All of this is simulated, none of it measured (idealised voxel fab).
The process module that follows is named voxel ribs on slabs.
Cross-section cut: width 150 nm, square cells of 5 nm.
Heads up, the way a cross-section reads in here is a grid of square cells, handed over as bands from the top down, with every band being one or more rows of cells. It is stipulated that each band's entry specify, in nanometres, the height of the top of the band and then that of its bottom, followed by the materials of the band in left-to-right sequence, each together with its width in nanometres. A single material marked by the word "throughout" is understood to fill the band from edge to edge; the word "air" is understood to denote empty space. Zero point of the height axis is 0; under it, received wafer = one material. Lowest band: continues down indefinitely, "z 0 and below". A width given as "30 to 40" starts at the first number in the band's top row and ends at the second number in its bottom row, shifting by an equal amount at every step from row to row. Reading "remained the same" for a step: not a cell of the cross-section changed in it. What "Voids, fully enclosed" gives you is every empty space of 8 cells or more that is cut off from the top. Each appears as width x height at distance, with the distance taken from the left edge and width, height and distance all in nm. The remark found on a step's line after its settings is issued by the simulator itself and pertains to that step. overlay nm, on a step with a mask: how far to the right of its planned place the mask lay; to the left if negative.

# Here's what the planned process steps look like
1,RECEIVE with material Si
2,DIRECTIONAL_DEP with material SiO2, thk nm 20
3,DIRECTIONAL_DEP with material polySi, thk nm 20
4,MASKED_ETCH with tone cover, mask id RIB, width nm 15, etch materials polySi, depth nm 5, overlay nm 0
5,DIRECTIONAL_DEP with material aC, thk nm 15
6,PATTERN with tone cover, mask id SLAB, material resist, width nm 45, thk nm 30, overlay nm 0
7,DIRECTIONAL_ETCH with etch materials aC, depth nm 15
8,STRIP with etch materials resist
9,DIRECTIONAL_ETCH with etch materials polySi, depth nm 15
10,STRIP with etch materials aC
11,FILL_DEP with material SiO2, thk nm 20
12,CMP with height nm 50
13,DIRECTIONAL_DEP with material TiN, thk nm 10
14,PATTERN with tone cover, mask id HEATER, material resist, width nm 25, thk nm 15, overlay nm 0
15,DIRECTIONAL_ETCH with etch materials TiN, depth nm 10
16,STRIP with etch materials resist
17,CONFORMAL_DEP with material SiN, thk nm 10

# This is the cross-section of the wafer as we received it, i.e. after step 1
  z 0 and below | Si throughout
  Voids, fully enclosed: none

# First wafer of two, sectioned at end of module; run went per plan
  z 70 to 60 | 50 of air | 45 of SiN | 55 of air
  z 60 to 50 | 60 of SiN | 25 of TiN | 65 of SiN
  z 50 to 40 | SiO2 throughout
  z 40 to 35 | 65 of SiO2 | 15 of polySi | 70 of SiO2
  z 35 to 20 | 50 of SiO2 | 45 of polySi | 55 of SiO2
  z 20 to 0 | SiO2 throughout
  z 0 and below | Si throughout
  Voids, fully enclosed: none

# This cross-section belongs to the second wafer of two at the end of the module; the start and the plan were shared with the first, and the run included one mistake
  z 75 to 65 | 50 of air | 45 of SiN | 55 of air
  z 65 to 55 | 60 of SiN | 25 of TiN | 65 of SiN
  z 55 to 40 | SiO2 throughout
  z 40 to 35 | 65 of SiO2 | 15 of polySi | 70 of SiO2
  z 35 to 20 | 50 of SiO2 | 45 of polySi | 55 of SiO2
  z 20 to 0 | SiO2 throughout
  z 0 and below | Si throughout
  Voids, fully enclosed: none
Want to know what went wrong? step 12 was run on a setting that differed from the plan, and what really ran there is CMP with height nm 55
Per the end-of-run cell counts, the second wafer holds more or fewer of some materials than the first: +30 SiO2
